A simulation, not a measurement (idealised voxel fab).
A process module follows: voxel plated lines.
Section cut is 160 nm wide and gridded with 5 nm square cells.
Square cells in a grid make up a cross-section in this document, and the grid is given as bands, listed from the top down, each one or more rows of cells.
First you get the band's top height and its bottom height, in nm, and then the materials it's made of, left to right, with each width in nm. If you see a single material with "edge to edge", that one covers the band edge to edge. "air" is empty space.
Convention: height 0 is the level below which the wafer, as received, is all one material. The lowest band does not terminate at the bottom but continues downward, represented as "0 nm and below".
Width: "30->40" (first number = top row, second number = bottom row, same change from row to row of cells).
No cell of the cross-section changed in a step that is given as "remained the same".
Entry "Closed void inventory" = empty spaces >= 8 cells with no open way to the top; each as width x height at distance, distance from left edge, all nm.
Whatever follows a step's settings on its line is a remark the simulator itself makes about that step.
overlay nm: right-of-plan distance of the mask on a masked step; negative values mean left-of-plan.
[Set out below are the planned steps of the process]
1: RECEIVE [material Si]
2: CONFORMAL_DEP [material SiO2] [thk nm 5]
3: DIRECTIONAL_DEP [material TiN] [thk nm 5]
4: PATTERN [tone open] [mask id LINES] [material resist] [width nm 15] [pitch nm 30] [thk nm 25] [overlay nm 0]
5: EPI [material Ru] [thk nm 5]
6: EPI [material Ru] [thk nm 5]
7: STRIP [etch materials resist]
8: DIRECTIONAL_ETCH [etch materials TiN] [depth nm 5]
9: CONFORMAL_DEP [material SiO2] [thk nm 5]
What sets these wafers apart? The thk nm at step 3. They all start alike, and the plan carries the first wafer's value.
[First wafer of several, as received: cross-section after step 1]
* 0 nm and below  Si edge to edge
* Closed void inventory: none
[Here is the cross-section of the first of several wafers at the end of the module, after its last step, step 9]
* 25 nm to 20 nm  air=50 / SiO2=25 / air=5 / SiO2=25 / air=55
* 20 nm to 10 nm  air=50 / SiO2=5 / Ru=15 / SiO2=5 / air=5 / SiO2=5 / Ru=15 / SiO2=5 / air=55
* 10 nm to 5 nm  SiO2=55 / TiN=15 / SiO2=15 / TiN=15 / SiO2=60
* 5 nm to 0 nm  SiO2 edge to edge
* 0 nm and below  Si edge to edge
* Closed void inventory: none
[At the end of the module, the last of several wafers in cross-section]
* 40 nm to 35 nm  air=50 / SiO2=25 / air=5 / SiO2=25 / air=55
* 35 nm to 25 nm  air=50 / SiO2=5 / Ru=15 / SiO2=5 / air=5 / SiO2=5 / Ru=15 / SiO2=5 / air=55
* 25 nm to 20 nm  SiO2=55 / TiN=15 / SiO2=15 / TiN=15 / SiO2=60
* 20 nm to 5 nm  TiN edge to edge
* 5 nm to 0 nm  SiO2 edge to edge
* 0 nm and below  Si edge to edge
* Closed void inventory: none
[Take any row and you have a wafer at the end of the module: how many cells of each material it has gained (+) or lost (-) since it was received, and then its closed voids]
thk nm 5 | +12 Ru | +76 SiO2 | +6 TiN | Closed void inventory: none
thk nm 10 | +12 Ru | +76 SiO2 | +38 TiN | Closed void inventory: none
thk nm 15 | +12 Ru | +76 SiO2 | +70 TiN | Closed void inventory: none
thk nm 20 | +12 Ru | +76 SiO2 | +102 TiN | Closed void inventory: none
